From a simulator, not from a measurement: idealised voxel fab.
Module name: voxel capacitor over wiring (process module)
Cross-sectional view cut (width: 225 nm; square cell size: 5 nm).
Bands, listed from the top down, are how a cross-section gets written in this document; the cross-section itself is a grid of square cells, and a band is one or more rows of them.
For a band, the entry starts with two heights in nm, that of the top and then that of the bottom, and carries on with the band's materials in order from left to right, each alongside its width in nm; the word "edge to edge" beside a single material means it fills the band edge to edge, and "air" means empty space.
Heights are measured from 0, the level below which the as-received wafer is all one material; the lowest band has no bottom and continues downward, written as in "from 0 down".
Per-row width for "30..40": begins at first number (top row of band), ends at second number (bottom row), increment between rows held constant.
"all unchanged" for a step: no cell of the cross-section changed in that step.
Listed in "Listed closed voids": every empty space of 8 or more cells without an open way to the top. Form: width x height at distance, the distance being from the left edge, all in nm.
Step line, after settings: the simulator's comment on this step.
What "overlay nm" on a step's line means: if the step has a mask, that mask lay this far to the right of its planned place, or, when the value is negative, to the left.
Note: before/after cross-section pairs follow, one process step per pair, after-side truncated at the lowest changed band, step and settings given beneath. Different runs of this module on the same starting wafer may supply the pairs; a pair continues the one above only where the "Pre-process" entry says so.

-- Pre-process
    from 110 to 100 | aC 75 nm; air 15 nm; aC 135 nm
    from 100 to 85 | SiO2 edge to edge
    from 85 to 75 | SiO2 65 nm; TiN 70 nm; SiO2 90 nm
    from 75 to 70 | SiO2 65 nm; SiN 70 nm; SiO2 90 nm
    from 70 to 65 | SiO2 60 nm; TiN 80 nm; SiO2 85 nm
    from 65 to 50 | lowk 65 nm; TiN 5 nm; Ru 5 nm; TiN 5 nm; lowk 145 nm
    from 50 to 45 | SiCN 65 nm; TiN 15 nm; SiCN 145 nm
    from 45 to 40 | SiCN 50 nm; Ru 30 nm; SiCN 65 nm; Ru 30 nm; SiCN 50 nm
    from 40 to 20 | SiO2 55 nm; TiN 5 nm; Cu 10 nm; TiN 5 nm; SiO2 75 nm; TiN 5 nm; Cu 10 nm; TiN 5 nm; SiO2 55 nm
    from 20 to 15 | SiCN 55 nm; TiN 20 nm; SiCN 75 nm; TiN 20 nm; SiCN 55 nm
    from 15 to 0 | SiO2 edge to edge
    from 0 down | Si edge to edge
    Listed closed voids: none

-- Post-Process View
    from 110 to 100 | aC 75 nm; air 15 nm; aC 135 nm
    from 100 to 85 | SiO2 75 nm; air 15 nm; SiO2 135 nm
    Nothing below the height 85 has changed.
    Listed closed voids: none
In between the cross-sections above, the run called for op DIRECTIONAL_ETCH | etch materials SiO2 | depth nm 15

Pre-process: carried over from the after image of the pair right above.

-- Post-Process View
    from 100 to 85 | SiO2 75 nm; air 15 nm; SiO2 135 nm
    Nothing below the height 85 has changed.
    Listed closed voids: none
In between the cross-sections above, the run called for op STRIP | etch materials aC

Pre-process: carried over from the after image of the pair right above.

-- Post-Process View
    from 105 to 100 | TiN 80 nm; air 5 nm; TiN 140 nm
    from 100 to 90 | SiO2 75 nm; TiN 5 nm; air 5 nm; TiN 5 nm; SiO2 135 nm
    from 90 to 85 | SiO2 75 nm; TiN 15 nm; SiO2 135 nm
    Nothing below the height 85 has changed.
    Listed closed voids: none
In between the cross-sections above, the run called for op CONFORMAL_DEP | material TiN | thk nm 5

Pre-process: carried over from the after image of the pair right above.

-- Post-Process View
    from 110 to 105 | W edge to edge
    from 105 to 100 | TiN 80 nm; W 5 nm; TiN 140 nm
    from 100 to 90 | SiO2 75 nm; TiN 5 nm; W 5 nm; TiN 5 nm; SiO2 135 nm
    Nothing below the height 90 has changed.
    Listed closed voids: none
In between the cross-sections above, the run called for op FILL_DEP | material W | thk nm 5

Pre-process: carried over from the after image of the pair right above.

-- Post-Process View
    from 100 to 90 | SiO2 75 nm; TiN 5 nm; W 5 nm; TiN 5 nm; SiO2 135 nm
    Nothing below the height 90 has changed.
    Listed closed voids: none
In between the cross-sections above, the run called for op CMP | height nm 100

Pre-process: carried over from the after image of the pair right above.

-- Post-Process View
    from 105 to 100 | SiCN edge to edge
    Nothing below the height 100 has changed.
    Listed closed voids: none
In between the cross-sections above, the run called for op CONFORMAL_DEP | material SiCN | thk nm 5

-- Pre-process
    from 40 to 20 | SiO2 edge to edge
    from 20 to 15 | SiCN edge to edge
    from 15 to 0 | SiO2 edge to edge
    from 0 down | Si edge to edge
    Listed closed voids: none

-- Post-Process View
    from 55 to 40 | resist 40 nm; air 30 nm; resist 65 nm; air 30 nm; resist 60 nm
    Nothing below the height 40 has changed.
    Listed closed voids: none
In between the cross-sections above, the run called for op PATTERN | tone open | mask id METAL_1 | material resist | width nm 30 | pitch nm 95 | thk nm 15 | overlay nm -10

Pre-process: carried over from the after image of the pair right above.

-- Post-Process View
    from 55 to 40 | resist 40 nm; air 30 nm; resist 65 nm; air 30 nm; resist 60 nm
    from 40 to 20 | SiO2 40 nm; air 30 nm; SiO2 65 nm; air 30 nm; SiO2 60 nm
    Nothing below the height 20 has changed.
    Listed closed voids: none
In between the cross-sections above, the run called for op DIRECTIONAL_ETCH | etch materials SiO2 | depth nm 20

Pre-process: carried over from the after image of the pair right above.

-- Post-Process View
    from 55 to 40 | resist 40 nm; air 30 nm; resist 65 nm; air 30 nm; resist 60 nm
    from 40 to 20 | SiO2 40 nm; air 30 nm; SiO2 65 nm; air 30 nm; SiO2 60 nm
    from 20 to 15 | SiCN 40 nm; air 30 nm; SiCN 65 nm; air 30 nm; SiCN 60 nm
    Nothing below the height 15 has changed.
    Listed closed voids: none
In between the cross-sections above, the run called for op DIRECTIONAL_ETCH | etch materials SiCN | depth nm 5

Pre-process: carried over from the after image of the pair right above.

-- Post-Process View
    from 40 to 20 | SiO2 40 nm; air 30 nm; SiO2 65 nm; air 30 nm; SiO2 60 nm
    Nothing below the height 20 has changed.
    Listed closed voids: none
In between the cross-sections above, the run called for op STRIP | etch materials resist

Pre-process: carried over from the after image of the pair right above.

-- Post-Process View
    from 45 to 40 | TiN 45 nm; air 20 nm; TiN 75 nm; air 20 nm; TiN 65 nm
    from 40 to 20 | SiO2 40 nm; TiN 5 nm; air 20 nm; TiN 5 nm; SiO2 65 nm; TiN 5 nm; air 20 nm; TiN 5 nm; SiO2 60 nm
    from 20 to 15 | SiCN 40 nm; TiN 30 nm; SiCN 65 nm; TiN 30 nm; SiCN 60 nm
    Nothing below the height 15 has changed.
    Listed closed voids: none
In between the cross-sections above, the run called for op CONFORMAL_DEP | material TiN | thk nm 5

Pre-process: carried over from the after image of the pair right above.

-- Post-Process View
    from 55 to 45 | Cu edge to edge
    from 45 to 40 | TiN 45 nm; Cu 20 nm; TiN 75 nm; Cu 20 nm; TiN 65 nm
    from 40 to 20 | SiO2 40 nm; TiN 5 nm; Cu 20 nm; TiN 5 nm; SiO2 65 nm; TiN 5 nm; Cu 20 nm; TiN 5 nm; SiO2 60 nm
    Nothing below the height 20 has changed.
    Listed closed voids: none
In between the cross-sections above, the run called for op FILL_DEP | material Cu | thk nm 10

Pre-process: carried over from the after image of the pair right above.

-- Post-Process View
    from 40 to 20 | SiO2 40 nm; TiN 5 nm; Cu 20 nm; TiN 5 nm; SiO2 65 nm; TiN 5 nm; Cu 20 nm; TiN 5 nm; SiO2 60 nm
    Nothing below the height 20 has changed.
    Listed closed voids: none
In between the cross-sections above, the run called for op CMP | height nm 40

Pre-process: carried over from the after image of the pair right above.

-- Post-Process View
    from 45 to 40 | air 35 nm; Ru 40 nm; air 55 nm; Ru 40 nm; air 55 nm
    Nothing below the height 40 has changed.
    Listed closed voids: none
In between the cross-sections above, the run called for op EPI | material Ru | thk nm 5

Pre-process: carried over from the after image of the pair right above.

-- Post-Process View
    from 50 to 45 | SiCN edge to edge
    from 45 to 40 | SiCN 35 nm; Ru 40 nm; SiCN 55 nm; Ru 40 nm; SiCN 55 nm
    Nothing below the height 40 has changed.
    Listed closed voids: none
In between the cross-sections above, the run called for op FILL_DEP | material SiCN | thk nm 5

Pre-process: carried over from the after image of the pair right above.

-- Post-Process View
    from 65 to 50 | lowk edge to edge
    Nothing below the height 50 has changed.
    Listed closed voids: none
In between the cross-sections above, the run called for op DIRECTIONAL_DEP | material lowk | thk nm 15

Pre-process: carried over from the after image of the pair right above.

-- Post-Process View
    from 65 to 50 | lowk 65 nm; air 15 nm; lowk 145 nm
    Nothing below the height 50 has changed.
    Listed closed voids: none
In between the cross-sections above, the run called for op MASKED_ETCH | tone open | mask id PLUG_1 | width nm 15 | etch materials lowk | depth nm 15 | overlay nm 0

Pre-process: carried over from the after image of the pair right above.

-- Post-Process View
    from 65 to 50 | lowk 65 nm; air 15 nm; lowk 145 nm
    from 50 to 45 | SiCN 65 nm; air 15 nm; SiCN 145 nm
    Nothing below the height 45 has changed.
    Listed closed voids: none
In between the cross-sections above, the run called for op MASKED_ETCH | tone open | mask id PLUG_1 | width nm 15 | etch materials SiCN | depth nm 5 | overlay nm 0

Pre-process: carried over from the after image of the pair right above.

-- Post-Process View
    from 70 to 65 | TiN 70 nm; air 5 nm; TiN 150 nm
    from 65 to 50 | lowk 65 nm; TiN 5 nm; air 5 nm; TiN 5 nm; lowk 145 nm
    from 50 to 45 | SiCN 65 nm; TiN 15 nm; SiCN 145 nm
    Nothing below the height 45 has changed.
    Listed closed voids: none
In between the cross-sections above, the run called for op CONFORMAL_DEP | material TiN | thk nm 5

Pre-process: carried over from the after image of the pair right above.

-- Post-Process View
    from 80 to 70 | Ru edge to edge
    from 70 to 65 | TiN 70 nm; Ru 5 nm; TiN 150 nm
    from 65 to 50 | lowk 65 nm; TiN 5 nm; Ru 5 nm; TiN 5 nm; lowk 145 nm
    Nothing below the height 50 has changed.
    Listed closed voids: none
In between the cross-sections above, the run called for op FILL_DEP | material Ru | thk nm 10

Pre-process: carried over from the after image of the pair right above.

-- Post-Process View
    from 65 to 50 | lowk 65 nm; TiN 5 nm; Ru 5 nm; TiN 5 nm; lowk 145 nm
    Nothing below the height 50 has changed.
    Listed closed voids: none
In between the cross-sections above, the run called for op CMP | height nm 65

Pre-process: carried over from the after image of the pair right above.

-- Post-Process View
    from 70 to 65 | TiN edge to edge
    Nothing below the height 65 has changed.
    Listed closed voids: none
In between the cross-sections above, the run called for op DIRECTIONAL_DEP | material TiN | thk nm 5

Pre-process: carried over from the after image of the pair right above.

-- Post-Process View
    from 75 to 70 | SiN edge to edge
    Nothing below the height 70 has changed.
    Listed closed voids: none
In between the cross-sections above, the run called for op DIRECTIONAL_DEP | material SiN | thk nm 5

Pre-process: carried over from the after image of the pair right above.

-- Post-Process View
    from 85 to 75 | TiN edge to edge
    Nothing below the height 75 has changed.
    Listed closed voids: none
In between the cross-sections above, the run called for op DIRECTIONAL_DEP | material TiN | thk nm 10

Pre-process: carried over from the after image of the pair right above.

-- Post-Process View
    from 100 to 85 | air 65 nm; resist 70 nm; air 90 nm
    Nothing below the height 85 has changed.
    Listed closed voids: none
In between the cross-sections above, the run called for op PATTERN | tone cover | mask id UPPER_PLATE | material resist | width nm 70 | thk nm 15 | overlay nm 0

Pre-process: carried over from the after image of the pair right above.

-- Post-Process View
    from 100 to 85 | air 65 nm; resist 70 nm; air 90 nm
    from 85 to 75 | air 65 nm; TiN 70 nm; air 90 nm
    Nothing below the height 75 has changed.
    Listed closed voids: none
In between the cross-sections above, the run called for op DIRECTIONAL_ETCH | etch materials TiN | depth nm 10

Pre-process: carried over from the after image of the pair right above.

-- Post-Process View
    from 100 to 85 | air 65 nm; resist 70 nm; air 90 nm
    from 85 to 75 | air 65 nm; TiN 70 nm; air 90 nm
    from 75 to 70 | air 65 nm; SiN 70 nm; air 90 nm
    Nothing below the height 70 has changed.
    Listed closed voids: none
In between the cross-sections above, the run called for op DIRECTIONAL_ETCH | etch materials SiN | depth nm 5

Pre-process: carried over from the after image of the pair right above.

-- Post-Process View
    from 85 to 75 | air 65 nm; TiN 70 nm; air 90 nm
    Nothing below the height 75 has changed.
    Listed closed voids: none
In between the cross-sections above, the run called for op STRIP | etch materials resist

Pre-process: carried over from the after image of the pair right above.

-- Post-Process View
    from 105 to 85 | air 60 nm; resist 80 nm; air 85 nm
    from 85 to 75 | air 60 nm; resist 5 nm; TiN 70 nm; resist 5 nm; air 85 nm
    from 75 to 70 | air 60 nm; resist 5 nm; SiN 70 nm; resist 5 nm; air 85 nm
    Nothing below the height 70 has changed.
    Listed closed voids: none
In between the cross-sections above, the run called for op PATTERN | tone cover | mask id LOWER_PLATE | material resist | width nm 80 | thk nm 20 | overlay nm 0

Pre-process: carried over from the after image of the pair right above.

-- Post-Process View
    from 105 to 85 | air 60 nm; resist 80 nm; air 85 nm
    from 85 to 75 | air 60 nm; resist 5 nm; TiN 70 nm; resist 5 nm; air 85 nm
    from 75 to 70 | air 60 nm; resist 5 nm; SiN 70 nm; resist 5 nm; air 85 nm
    from 70 to 65 | air 60 nm; TiN 80 nm; air 85 nm
    Nothing below the height 65 has changed.
    Listed closed voids: none
In between the cross-sections above, the run called for op DIRECTIONAL_ETCH | etch materials TiN | depth nm 5

Pre-process: carried over from the after image of the pair right above.

-- Post-Process View
    from 85 to 75 | air 65 nm; TiN 70 nm; air 90 nm
    from 75 to 70 | air 65 nm; SiN 70 nm; air 90 nm
    Nothing below the height 70 has changed.
    Listed closed voids: none
In between the cross-sections above, the run called for op STRIP | etch materials resist

Pre-process: carried over from the after image of the pair right above.

-- Post-Process View
    from 105 to 85 | SiO2 edge to edge
    from 85 to 75 | SiO2 65 nm; TiN 70 nm; SiO2 90 nm
    from 75 to 70 | SiO2 65 nm; SiN 70 nm; SiO2 90 nm
    from 70 to 65 | SiO2 60 nm; TiN 80 nm; SiO2 85 nm
    Nothing below the height 65 has changed.
    Listed closed voids: none
In between the cross-sections above, the run called for op FILL_DEP | material SiO2 | thk nm 20

Pre-process: carried over from the after image of the pair right above.

-- Post-Process View
    from 100 to 85 | SiO2 edge to edge
    Nothing below the height 85 has changed.
    Listed closed voids: none
In between the cross-sections above, the run called for op CMP | height nm 100

Pre-process: carried over from the after image of the pair right above.

-- Post-Process View
    from 110 to 100 | aC edge to edge
    Nothing below the height 100 has changed.
    Listed closed voids: none
In between the cross-sections above, the run called for op DIRECTIONAL_DEP | material aC | thk nm 10

Pre-process: carried over from the after image of the pair right above.

-- Post-Process View
    from 140 to 110 | resist 75 nm; air 15 nm; resist 135 nm
    Nothing below the height 110 has changed.
    Listed closed voids: none
In between the cross-sections above, the run called for op PATTERN | tone open | mask id PLUG_2 | material resist | width nm 15 | thk nm 30 | overlay nm 0

Pre-process: carried over from the after image of the pair right above.

-- Post-Process View
    from 130 to 110 | resist 75 nm; air 15 nm; resist 135 nm
    from 110 to 100 | aC 75 nm; air 15 nm; aC 135 nm
    Nothing below the height 100 has changed.
    Listed closed voids: none
In between the cross-sections above, the run called for op DIRECTIONAL_ETCH | etch materials aC | depth nm 10

Pre-process: carried over from the after image of the pair right above.

-- Post-Process View
    from 110 to 100 | aC 75 nm; air 15 nm; aC 135 nm
    Nothing below the height 100 has changed.
    Listed closed voids: none
In between the cross-sections above, the run called for op STRIP | etch materials resist

Pre-process: carried over from the after image of the pair right above.

-- Post-Process View
    from 110 to 100 | aC 75 nm; air 15 nm; aC 135 nm
    from 100 to 85 | SiO2 75 nm; air 15 nm; SiO2 135 nm
    Nothing below the height 85 has changed.
    Listed closed voids: none
In between the cross-sections above, the run called for op DIRECTIONAL_ETCH | etch materials SiO2 | depth nm 15

Pre-process: carried over from the after image of the pair right above.

-- Post-Process View
    from 100 to 85 | SiO2 75 nm; air 15 nm; SiO2 135 nm
    Nothing below the height 85 has changed.
    Listed closed voids: none
In between the cross-sections above, the run called for op STRIP | etch materials aC

Pre-process: carried over from the after image of the pair right above.

-- Post-Process View
    from 105 to 100 | TiN 80 nm; air 5 nm; TiN 140 nm
    from 100 to 90 | SiO2 75 nm; TiN 5 nm; air 5 nm; TiN 5 nm; SiO2 135 nm
    from 90 to 85 | SiO2 75 nm; TiN 15 nm; SiO2 135 nm
    Nothing below the height 85 has changed.
    Listed closed voids: none
In between the cross-sections above, the run called for op CONFORMAL_DEP | material TiN | thk nm 5

Pre-process: carried over from the after image of the pair right above.

-- Post-Process View
    from 110 to 105 | W edge to edge
    from 105 to 100 | TiN 80 nm; W 5 nm; TiN 140 nm
    from 100 to 90 | SiO2 75 nm; TiN 5 nm; W 5 nm; TiN 5 nm; SiO2 135 nm
    Nothing below the height 90 has changed.
    Listed closed voids: none
In between the cross-sections above, the run called for op FILL_DEP | material W | thk nm 5

Pre-process: carried over from the after image of the pair right above.

-- Post-Process View
    from 100 to 90 | SiO2 75 nm; TiN 5 nm; W 5 nm; TiN 5 nm; SiO2 135 nm
    Nothing below the height 90 has changed.
    Listed closed voids: none
In between the cross-sections above, the run called for op CMP | height nm 100

Pre-process: carried over from the after image of the pair right above.

-- Post-Process View
    from 105 to 100 | SiCN edge to edge
    Nothing below the height 100 has changed.
    Listed closed voids: none
In between the cross-sections above, the run called for op CONFORMAL_DEP | material SiCN | thk nm 5

-- Pre-process
    from 65 to 50 | lowk 65 nm; TiN 5 nm; Ru 5 nm; TiN 5 nm; lowk 145 nm
    from 50 to 45 | SiCN 65 nm; TiN 15 nm; SiCN 145 nm
    from 45 to 40 | SiCN 45 nm; Ru 40 nm; SiCN 55 nm; Ru 40 nm; SiCN 45 nm
    from 40 to 20 | SiO2 50 nm; TiN 5 nm; Cu 20 nm; TiN 5 nm; SiO2 65 nm; TiN 5 nm; Cu 20 nm; TiN 5 nm; SiO2 50 nm
    from 20 to 15 | SiCN 50 nm; TiN 30 nm; SiCN 65 nm; TiN 30 nm; SiCN 50 nm
    from 15 to 0 | SiO2 edge to edge
    from 0 down | Si edge to edge
    Listed closed voids: none

-- Post-Process View
    from 70 to 65 | SiCN edge to edge
    Nothing below the height 65 has changed.
    Listed closed voids: none
In between the cross-sections above, the run called for op DIRECTIONAL_DEP | material SiCN | thk nm 5

Pre-process: carried over from the after image of the pair right above.

-- Post-Process View
    from 75 to 70 | SiN edge to edge
    Nothing below the height 70 has changed.
    Listed closed voids: none
In between the cross-sections above, the run called for op DIRECTIONAL_DEP | material SiN | thk nm 5

Pre-process: carried over from the after image of the pair right above.

-- Post-Process View
    from 85 to 75 | TiN edge to edge
    Nothing below the height 75 has changed.
    Listed closed voids: none
In between the cross-sections above, the run called for op DIRECTIONAL_DEP | material TiN | thk nm 10

Pre-process: carried over from the after image of the pair right above.

-- Post-Process View
    from 100 to 85 | air 65 nm; resist 70 nm; air 90 nm
    Nothing below the height 85 has changed.
    Listed closed voids: none
In between the cross-sections above, the run called for op PATTERN | tone cover | mask id UPPER_PLATE | material resist | width nm 70 | thk nm 15 | overlay nm 0

Pre-process: carried over from the after image of the pair right above.

-- Post-Process View
    from 100 to 85 | air 65 nm; resist 70 nm; air 90 nm
    from 85 to 75 | air 65 nm; TiN 70 nm; air 90 nm
    Nothing below the height 75 has changed.
    Listed closed voids: none
In between the cross-sections above, the run called for op DIRECTIONAL_ETCH | etch materials TiN | depth nm 10

Pre-process: carried over from the after image of the pair right above.

-- Post-Process View
    from 100 to 85 | air 65 nm; resist 70 nm; air 90 nm
    from 85 to 75 | air 65 nm; TiN 70 nm; air 90 nm
    from 75 to 70 | air 65 nm; SiN 70 nm; air 90 nm
    Nothing below the height 70 has changed.
    Listed closed voids: none
In between the cross-sections above, the run called for op DIRECTIONAL_ETCH | etch materials SiN | depth nm 5

Pre-process: carried over from the after image of the pair right above.

-- Post-Process View
    from 85 to 75 | air 65 nm; TiN 70 nm; air 90 nm
    Nothing below the height 75 has changed.
    Listed closed voids: none
In between the cross-sections above, the run called for op STRIP | etch materials resist

Pre-process: carried over from the after image of the pair right above.

-- Post-Process View
    from 105 to 85 | air 60 nm; resist 80 nm; air 85 nm
    from 85 to 75 | air 60 nm; resist 5 nm; TiN 70 nm; resist 5 nm; air 85 nm
    from 75 to 70 | air 60 nm; resist 5 nm; SiN 70 nm; resist 5 nm; air 85 nm
    Nothing below the height 70 has changed.
    Listed closed voids: none
In between the cross-sections above, the run called for op PATTERN | tone cover | mask id LOWER_PLATE | material resist | width nm 80 | thk nm 20 | overlay nm 0

Pre-process: carried over from the after image of the pair right above.

-- Post-Process View
    from 85 to 75 | air 65 nm; TiN 70 nm; air 90 nm
    from 75 to 70 | air 65 nm; SiN 70 nm; air 90 nm
    Nothing below the height 70 has changed.
    Listed closed voids: none
In between the cross-sections above, the run called for op STRIP | etch materials resist

Pre-process: carried over from the after image of the pair right above.

-- Post-Process View
    from 105 to 85 | SiO2 edge to edge
    from 85 to 75 | SiO2 65 nm; TiN 70 nm; SiO2 90 nm
    from 75 to 70 | SiO2 65 nm; SiN 70 nm; SiO2 90 nm
    Nothing below the height 70 has changed.
    Listed closed voids: none
In between the cross-sections above, the run called for op FILL_DEP | material SiO2 | thk nm 20

Pre-process: carried over from the after image of the pair right above.

-- Post-Process View
    from 100 to 85 | SiO2 edge to edge
    Nothing below the height 85 has changed.
    Listed closed voids: none
In between the cross-sections above, the run called for op CMP | height nm 100

Pre-process: carried over from the after image of the pair right above.

-- Post-Process View
    from 110 to 100 | aC edge to edge
    Nothing below the height 100 has changed.
    Listed closed voids: none
In between the cross-sections above, the run called for op DIRECTIONAL_DEP | material aC | thk nm 10

Pre-process: carried over from the after image of the pair right above.

-- Post-Process View
    from 140 to 110 | resist 75 nm; air 15 nm; resist 135 nm
    Nothing below the height 110 has changed.
    Listed closed voids: none
In between the cross-sections above, the run called for op PATTERN | tone open | mask id PLUG_2 | material resist | width nm 15 | thk nm 30 | overlay nm 0

Pre-process: carried over from the after image of the pair right above.

-- Post-Process View
    from 130 to 110 | resist 75 nm; air 15 nm; resist 135 nm
    from 110 to 100 | aC 75 nm; air 15 nm; aC 135 nm
    Nothing below the height 100 has changed.
    Listed closed voids: none
In between the cross-sections above, the run called for op DIRECTIONAL_ETCH | etch materials aC | depth nm 10

Pre-process: carried over from the after image of the pair right above.

-- Post-Process View
    from 110 to 100 | aC 75 nm; air 15 nm; aC 135 nm
    Nothing below the height 100 has changed.
    Listed closed voids: none
In between the cross-sections above, the run called for op STRIP | etch materials resist

Pre-process: carried over from the after image of the pair right above.

-- Post-Process View
    from 110 to 100 | aC 75 nm; air 15 nm; aC 135 nm
    from 100 to 85 | SiO2 75 nm; air 15 nm; SiO2 135 nm
    Nothing below the height 85 has changed.
    Listed closed voids: none
In between the cross-sections above, the run called for op DIRECTIONAL_ETCH | etch materials SiO2 | depth nm 15

Pre-process: carried over from the after image of the pair right above.

-- Post-Process View
    from 100 to 85 | SiO2 75 nm; air 15 nm; SiO2 135 nm
    Nothing below the height 85 has changed.
    Listed closed voids: none
In between the cross-sections above, the run called for op STRIP | etch materials aC

Pre-process: carried over from the after image of the pair right above.

-- Post-Process View
    from 105 to 100 | TiN 80 nm; air 5 nm; TiN 140 nm
    from 100 to 90 | SiO2 75 nm; TiN 5 nm; air 5 nm; TiN 5 nm; SiO2 135 nm
    from 90 to 85 | SiO2 75 nm; TiN 15 nm; SiO2 135 nm
    Nothing below the height 85 has changed.
    Listed closed voids: none
In between the cross-sections above, the run called for op CONFORMAL_DEP | material TiN | thk nm 5

Pre-process: carried over from the after image of the pair right above.

-- Post-Process View
    from 110 to 105 | W edge to edge
    from 105 to 100 | TiN 80 nm; W 5 nm; TiN 140 nm
    from 100 to 90 | SiO2 75 nm; TiN 5 nm; W 5 nm; TiN 5 nm; SiO2 135 nm
    Nothing below the height 90 has changed.
    Listed closed voids: none
In between the cross-sections above, the run called for op FILL_DEP | material W | thk nm 5

Pre-process: carried over from the after image of the pair right above.

-- Post-Process View
    from 100 to 90 | SiO2 75 nm; TiN 5 nm; W 5 nm; TiN 5 nm; SiO2 135 nm
    Nothing below the height 90 has changed.
    Listed closed voids: none
In between the cross-sections above, the run called for op CMP | height nm 100

Pre-process: carried over from the after image of the pair right above.

-- Post-Process View
    from 105 to 100 | SiCN edge to edge
    Nothing below the height 100 has changed.
    Listed closed voids: none
In between the cross-sections above, the run called for op CONFORMAL_DEP | material SiCN | thk nm 5

-- Pre-process
    from 85 to 75 | air 65 nm; TiN 70 nm; air 90 nm
    from 75 to 70 | air 65 nm; SiN 70 nm; air 90 nm
    from 70 to 65 | TiN edge to edge
    from 65 to 50 | lowk 65 nm; TiN 5 nm; Ru 5 nm; TiN 5 nm; lowk 145 nm
    from 50 to 45 | SiCN 65 nm; TiN 15 nm; SiCN 145 nm
    from 45 to 40 | SiCN 45 nm; Ru 40 nm; SiCN 55 nm; Ru 40 nm; SiCN 45 nm
    from 40 to 20 | SiO2 50 nm; TiN 5 nm; Cu 20 nm; TiN 5 nm; SiO2 65 nm; TiN 5 nm; Cu 20 nm; TiN 5 nm; SiO2 50 nm
    from 20 to 15 | SiCN 50 nm; TiN 30 nm; SiCN 65 nm; TiN 30 nm; SiCN 50 nm
    from 15 to 0 | SiO2 edge to edge
    from 0 down | Si edge to edge
    Listed closed voids: none

-- Post-Process View
    from 105 to 85 | resist 60 nm; air 80 nm; resist 85 nm
    from 85 to 75 | resist 60 nm; air 5 nm; TiN 70 nm; air 5 nm; resist 85 nm
    from 75 to 70 | resist 60 nm; air 5 nm; SiN 70 nm; air 5 nm; resist 85 nm
    Nothing below the height 70 has changed.
    Listed closed voids: none
In between the cross-sections above, the run called for op PATTERN | tone open | mask id LOWER_PLATE | material resist | width nm 80 | thk nm 20 | overlay nm 0

Pre-process: carried over from the after image of the pair right above.

-- Post-Process View
    from 105 to 80 | resist 60 nm; air 80 nm; resist 85 nm
    from 80 to 75 | resist 60 nm; air 5 nm; TiN 70 nm; air 5 nm; resist 85 nm
    from 75 to 70 | resist 60 nm; air 5 nm; SiN 70 nm; air 5 nm; resist 85 nm
    from 70 to 65 | TiN 60 nm; air 5 nm; TiN 70 nm; air 5 nm; TiN 85 nm
    Nothing below the height 65 has changed.
    Listed closed voids: none
In between the cross-sections above, the run called for op DIRECTIONAL_ETCH | etch materials TiN | depth nm 5

Pre-process: carried over from the after image of the pair right above.

-- Post-Process View
    from 80 to 75 | air 65 nm; TiN 70 nm; air 90 nm
    from 75 to 70 | air 65 nm; SiN 70 nm; air 90 nm
    Nothing below the height 70 has changed.
    Listed closed voids: none
In between the cross-sections above, the run called for op STRIP | etch materials resist

Pre-process: carried over from the after image of the pair right above.

-- Post-Process View
    from 100 to 80 | SiO2 edge to edge
    from 80 to 75 | SiO2 65 nm; TiN 70 nm; SiO2 90 nm
    from 75 to 70 | SiO2 65 nm; SiN 70 nm; SiO2 90 nm
    from 70 to 65 | TiN 60 nm; SiO2 5 nm; TiN 70 nm; SiO2 5 nm; TiN 85 nm
    Nothing below the height 65 has changed.
    Listed closed voids: none
In between the cross-sections above, the run called for op FILL_DEP | material SiO2 | thk nm 20

Pre-process: carried over from the after image of the pair right above.

-- Post-Process View
    from 110 to 100 | aC edge to edge
    Nothing below the height 100 has changed.
    Listed closed voids: none
In between the cross-sections above, the run called for op DIRECTIONAL_DEP | material aC | thk nm 10

Pre-process: carried over from the after image of the pair right above.

-- Post-Process View
    from 140 to 110 | resist 75 nm; air 15 nm; resist 135 nm
    Nothing below the height 110 has changed.
    Listed closed voids: none
In between the cross-sections above, the run called for op PATTERN | tone open | mask id PLUG_2 | material resist | width nm 15 | thk nm 30 | overlay nm 0

Pre-process: carried over from the after image of the pair right above.

-- Post-Process View
    from 130 to 110 | resist 75 nm; air 15 nm; resist 135 nm
    from 110 to 100 | aC 75 nm; air 15 nm; aC 135 nm
    Nothing below the height 100 has changed.
    Listed closed voids: none
In between the cross-sections above, the run called for op DIRECTIONAL_ETCH | etch materials aC | depth nm 10

Pre-process: carried over from the after image of the pair right above.

-- Post-Process View
    from 110 to 100 | aC 75 nm; air 15 nm; aC 135 nm
    Nothing below the height 100 has changed.
    Listed closed voids: none
In between the cross-sections above, the run called for op STRIP | etch materials resist

Pre-process: carried over from the after image of the pair right above.

-- Post-Process View
    from 110 to 100 | aC 75 nm; air 15 nm; aC 135 nm
    from 100 to 85 | SiO2 75 nm; air 15 nm; SiO2 135 nm
    Nothing below the height 85 has changed.
    Listed closed voids: none
In between the cross-sections above, the run called for op DIRECTIONAL_ETCH | etch materials SiO2 | depth nm 15

Pre-process: carried over from the after image of the pair right above.

-- Post-Process View
    from 100 to 85 | SiO2 75 nm; air 15 nm; SiO2 135 nm
    Nothing below the height 85 has changed.
    Listed closed voids: none
In between the cross-sections above, the run called for op STRIP | etch materials aC

Pre-process: carried over from the after image of the pair right above.

-- Post-Process View
    from 105 to 100 | TiN 80 nm; air 5 nm; TiN 140 nm
    from 100 to 90 | SiO2 75 nm; TiN 5 nm; air 5 nm; TiN 5 nm; SiO2 135 nm
    from 90 to 85 | SiO2 75 nm; TiN 15 nm; SiO2 135 nm
    Nothing below the height 85 has changed.
    Listed closed voids: none
In between the cross-sections above, the run called for op CONFORMAL_DEP | material TiN | thk nm 5

Pre-process: carried over from the after image of the pair right above.

-- Post-Process View
    from 110 to 105 | W edge to edge
    from 105 to 100 | TiN 80 nm; W 5 nm; TiN 140 nm
    from 100 to 90 | SiO2 75 nm; TiN 5 nm; W 5 nm; TiN 5 nm; SiO2 135 nm
    Nothing below the height 90 has changed.
    Listed closed voids: none
In between the cross-sections above, the run called for op FILL_DEP | material W | thk nm 5

Pre-process: carried over from the after image of the pair right above.

-- Post-Process View
    from 100 to 90 | SiO2 75 nm; TiN 5 nm; W 5 nm; TiN 5 nm; SiO2 135 nm
    Nothing below the height 90 has changed.
    Listed closed voids: none
In between the cross-sections above, the run called for op CMP | height nm 100

Pre-process: carried over from the after image of the pair right above.

-- Post-Process View
    from 105 to 100 | SiCN edge to edge
    Nothing below the height 100 has changed.
    Listed closed voids: none
In between the cross-sections above, the run called for op CONFORMAL_DEP | material SiCN | thk nm 5
